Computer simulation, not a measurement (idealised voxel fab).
Process module under the name voxel wiring stack
cross-section cut | 185 nm wide | cells 5 nm
We lay out every cross-section as a grid of square cells and spell it out in bands from the top down, where one band means one or more rows of cells. Top height, bottom height, nm. Materials left to right, width each, nm. Single material + "everywhere" = fills band edge to edge. "empty" = empty. The reference from which all heights are counted is 0, the level beneath which the as-received wafer is entirely one material; the lowest band, having no lower bound, proceeds downward and is written after the example "0 and below". It should be noted that a width expressed as "30 to 40" varies in equal increments from row to row of cells within the band, taking the value of the first number at the top row and that of the second number at the bottom row. Any step labelled "no change" changed none of the cells in the cross-section. Empty spaces without an open route to the top, at least 8 cells in extent, make up the entry "Voids, sealed"; each is given as width x height at distance, where the distance is measured from the left edge, and all are in nm. Where a step's line continues beyond its settings, the continuation is a remark by the simulator itself on that step. "overlay nm" on a masked step: distance the mask lay right of its planned place, negative for left.
[Listed below are the process steps as planned]
1,RECEIVE [material Si]
2,CONFORMAL_DEP [material SiO2] [thk nm 10]
3,DIRECTIONAL_DEP [material TiN] [thk nm 5]
4,DIRECTIONAL_DEP [material Ru] [thk nm 25]
5,MASKED_ETCH [tone cover] [mask id METAL_1] [width nm 20] [pitch nm 45] [etch materials Ru] [depth nm 25] [overlay nm 0]
6,MASKED_ETCH [tone cover] [mask id METAL_1] [width nm 20] [pitch nm 45] [etch materials TiN] [depth nm 5] [overlay nm 0]
7,CONFORMAL_DEP [material SiCN] [thk nm 5]
8,FILL_DEP [material SiO2] [thk nm 10]
9,CMP [height nm 40]
10,CONFORMAL_DEP [material SiCN] [thk nm 5]
11,DIRECTIONAL_DEP [material SiO2] [thk nm 15]
12,MASKED_ETCH [tone open] [mask id PLUG_1] [width nm 15] [pitch nm 45] [etch materials SiO2] [depth nm 15] [overlay nm 0]
13,MASKED_ETCH [tone open] [mask id PLUG_1] [width nm 15] [pitch nm 45] [etch materials SiCN] [depth nm 5] [overlay nm 0]
14,EPI [material Ru] [thk nm 10]
15,EPI [material Ru] [thk nm 10]
16,DIRECTIONAL_DEP [material TiN] [thk nm 5]
17,DIRECTIONAL_DEP [material Ru] [thk nm 20]
18,DIRECTIONAL_DEP [material aC] [thk nm 15]
19,PATTERN [tone cover] [mask id METAL_2] [material resist] [width nm 20] [pitch nm 45] [thk nm 30] [overlay nm 0]
20,DIRECTIONAL_ETCH [etch materials aC] [depth nm 15]
21,STRIP [etch materials resist]
22,DIRECTIONAL_ETCH [etch materials Ru] [depth nm 20]
23,DIRECTIONAL_ETCH [etch materials TiN] [depth nm 5]
24,STRIP [etch materials aC]
25,FILL_DEP [material lowk] [thk nm 5]
26,CMP [height nm 85]
27,CONFORMAL_DEP [material SiCN] [thk nm 5]
[The following pertains to the first of two wafers, which was processed as planned]
[Here's what the wafer looked like in cross-section when it arrived - that's after step 1]
    0 and below | Si everywhere
    Voids, sealed: none
[The following cross-section depicts the wafer upon completion of step 2]
    10 down to 0 | SiO2 everywhere
    below 0: unchanged
[The following cross-section depicts the wafer upon completion of step 3]
    15 down to 10 | TiN everywhere
    below 10: unchanged
[The following cross-section depicts the wafer upon completion of step 4]
    40 down to 15 | Ru everywhere
    below 15: unchanged
[The following cross-section depicts the wafer upon completion of step 5]
    40 down to 15 | empty 35 / Ru 20 / empty 25 / Ru 20 / empty 25 / Ru 20 / empty 40
    below 15: unchanged
[The following cross-section depicts the wafer upon completion of step 6]
    40 down to 15 | empty 35 / Ru 20 / empty 25 / Ru 20 / empty 25 / Ru 20 / empty 40
    15 down to 10 | empty 35 / TiN 20 / empty 25 / TiN 20 / empty 25 / TiN 20 / empty 40
    below 10: unchanged
[The following cross-section depicts the wafer upon completion of step 7]
    45 down to 40 | empty 30 / SiCN 30 / empty 15 / SiCN 30 / empty 15 / SiCN 30 / empty 35
    40 down to 15 | empty 30 / SiCN 5 / Ru 20 / SiCN 5 / empty 15 / SiCN 5 / Ru 20 / SiCN 5 / empty 15 / SiCN 5 / Ru 20 / SiCN 5 / empty 35
    15 down to 10 | SiCN 35 / TiN 20 / SiCN 25 / TiN 20 / SiCN 25 / TiN 20 / SiCN 40
    below 10: unchanged
[The following cross-section depicts the wafer upon completion of step 8]
    55 down to 45 | SiO2 everywhere
    45 down to 40 | SiO2 30 / SiCN 30 / SiO2 15 / SiCN 30 / SiO2 15 / SiCN 30 / SiO2 35
    40 down to 15 | SiO2 30 / SiCN 5 / Ru 20 / SiCN 5 / SiO2 15 / SiCN 5 / Ru 20 / SiCN 5 / SiO2 15 / SiCN 5 / Ru 20 / SiCN 5 / SiO2 35
    below 15: unchanged
[The following cross-section depicts the wafer upon completion of step 9]
    40 down to 15 | SiO2 30 / SiCN 5 / Ru 20 / SiCN 5 / SiO2 15 / SiCN 5 / Ru 20 / SiCN 5 / SiO2 15 / SiCN 5 / Ru 20 / SiCN 5 / SiO2 35
    below 15: unchanged
[The following cross-section depicts the wafer upon completion of step 10]
    45 down to 40 | SiCN everywhere
    below 40: unchanged
[The following cross-section depicts the wafer upon completion of step 11]
    60 down to 45 | SiO2 everywhere
    below 45: unchanged
[The following cross-section depicts the wafer upon completion of step 12]
    60 down to 45 | SiO2 35 / empty 15 / SiO2 30 / empty 15 / SiO2 30 / empty 15 / SiO2 45
    below 45: unchanged
[The following cross-section depicts the wafer upon completion of step 13]
    60 down to 45 | SiO2 35 / empty 15 / SiO2 30 / empty 15 / SiO2 30 / empty 15 / SiO2 45
    45 down to 40 | SiCN 35 / empty 15 / SiCN 30 / empty 15 / SiCN 30 / empty 15 / SiCN 45
    below 40: unchanged
[The following cross-section depicts the wafer upon completion of step 14]
    60 down to 50 | SiO2 35 / empty 15 / SiO2 30 / empty 15 / SiO2 30 / empty 15 / SiO2 45
    50 down to 45 | SiO2 35 / Ru 15 / SiO2 30 / Ru 15 / SiO2 30 / Ru 15 / SiO2 45
    45 down to 40 | SiCN 35 / Ru 15 / SiCN 30 / Ru 15 / SiCN 30 / Ru 15 / SiCN 45
    below 40: unchanged
[The following cross-section depicts the wafer upon completion of step 15]
    60 down to 45 | SiO2 35 / Ru 15 / SiO2 30 / Ru 15 / SiO2 30 / Ru 15 / SiO2 45
    below 45: unchanged
[The following cross-section depicts the wafer upon completion of step 16]
    65 down to 60 | TiN everywhere
    below 60: unchanged
[The following cross-section depicts the wafer upon completion of step 17]
    85 down to 65 | Ru everywhere
    below 65: unchanged
[The following cross-section depicts the wafer upon completion of step 18]
    100 down to 85 | aC everywhere
    below 85: unchanged
[The following cross-section depicts the wafer upon completion of step 19]
    130 down to 100 | empty 35 / resist 20 / empty 25 / resist 20 / empty 25 / resist 20 / empty 40
    below 100: unchanged
[The following cross-section depicts the wafer upon completion of step 20]
    115 down to 100 | empty 35 / resist 20 / empty 25 / resist 20 / empty 25 / resist 20 / empty 40
    100 down to 85 | empty 35 / aC 20 / empty 25 / aC 20 / empty 25 / aC 20 / empty 40
    below 85: unchanged
[The following cross-section depicts the wafer upon completion of step 21]
    100 down to 85 | empty 35 / aC 20 / empty 25 / aC 20 / empty 25 / aC 20 / empty 40
    below 85: unchanged
[The following cross-section depicts the wafer upon completion of step 22]
    100 down to 85 | empty 35 / aC 20 / empty 25 / aC 20 / empty 25 / aC 20 / empty 40
    85 down to 65 | empty 35 / Ru 20 / empty 25 / Ru 20 / empty 25 / Ru 20 / empty 40
    below 65: unchanged
[The following cross-section depicts the wafer upon completion of step 23]
    100 down to 85 | empty 35 / aC 20 / empty 25 / aC 20 / empty 25 / aC 20 / empty 40
    85 down to 65 | empty 35 / Ru 20 / empty 25 / Ru 20 / empty 25 / Ru 20 / empty 40
    65 down to 60 | empty 35 / TiN 20 / empty 25 / TiN 20 / empty 25 / TiN 20 / empty 40
    below 60: unchanged
[The following cross-section depicts the wafer upon completion of step 24]
    85 down to 65 | empty 35 / Ru 20 / empty 25 / Ru 20 / empty 25 / Ru 20 / empty 40
    below 65: unchanged
[The following cross-section depicts the wafer upon completion of step 25]
    90 down to 85 | lowk everywhere
    85 down to 65 | lowk 35 / Ru 20 / lowk 25 / Ru 20 / lowk 25 / Ru 20 / lowk 40
    65 down to 60 | lowk 35 / TiN 20 / lowk 25 / TiN 20 / lowk 25 / TiN 20 / lowk 40
    below 60: unchanged
[The following cross-section depicts the wafer upon completion of step 26]
    85 down to 65 | lowk 35 / Ru 20 / lowk 25 / Ru 20 / lowk 25 / Ru 20 / lowk 40
    below 65: unchanged
[The following cross-section depicts the wafer upon completion of step 27]
    90 down to 85 | SiCN everywhere
    below 85: unchanged
[Notes, second wafer: start = first wafer's, plan = first wafer's, execution had one mistake; history identical to first through step 15]
[Second wafer, sectioned view, at step 16's planned end time]
    65 down to 60 | SiCN everywhere
    below 60: unchanged
[Second wafer, sectioned view, at step 17's planned end time]
    85 down to 65 | Ru everywhere
    below 65: unchanged
[Second wafer, sectioned view, at step 18's planned end time]
    100 down to 85 | aC everywhere
    below 85: unchanged
[Second wafer, sectioned view, at step 19's planned end time]
    130 down to 100 | empty 35 / resist 20 / empty 25 / resist 20 / empty 25 / resist 20 / empty 40
    below 100: unchanged
[Second wafer, sectioned view, at step 20's planned end time]
    115 down to 100 | empty 35 / resist 20 / empty 25 / resist 20 / empty 25 / resist 20 / empty 40
    100 down to 85 | empty 35 / aC 20 / empty 25 / aC 20 / empty 25 / aC 20 / empty 40
    below 85: unchanged
[Second wafer, sectioned view, at step 21's planned end time]
    100 down to 85 | empty 35 / aC 20 / empty 25 / aC 20 / empty 25 / aC 20 / empty 40
    below 85: unchanged
[Second wafer, sectioned view, at step 22's planned end time]
    100 down to 85 | empty 35 / aC 20 / empty 25 / aC 20 / empty 25 / aC 20 / empty 40
    85 down to 65 | empty 35 / Ru 20 / empty 25 / Ru 20 / empty 25 / Ru 20 / empty 40
    below 65: unchanged
Second wafer, sectioned view, at step 23's planned end time: no change
[Second wafer, sectioned view, at step 24's planned end time]
    85 down to 65 | empty 35 / Ru 20 / empty 25 / Ru 20 / empty 25 / Ru 20 / empty 40
    below 65: unchanged
[Second wafer, sectioned view, at step 25's planned end time]
    90 down to 85 | lowk everywhere
    85 down to 65 | lowk 35 / Ru 20 / lowk 25 / Ru 20 / lowk 25 / Ru 20 / lowk 40
    below 65: unchanged
[Second wafer, sectioned view, at step 26's planned end time]
    85 down to 65 | lowk 35 / Ru 20 / lowk 25 / Ru 20 / lowk 25 / Ru 20 / lowk 40
    below 65: unchanged
[Second wafer, sectioned view, at step 27's planned end time]
    90 down to 85 | SiCN everywhere
    below 85: unchanged
Deviation noted in wafer processing: step 16 was not run as planned; what actually ran was DIRECTIONAL_DEP [material SiCN] [thk nm 5]
Wrapping up, a cell-based count of both wafers puts the second over or under the first for these materials: 37 more of SiCN | 12 fewer of TiN | 25 fewer of lowk
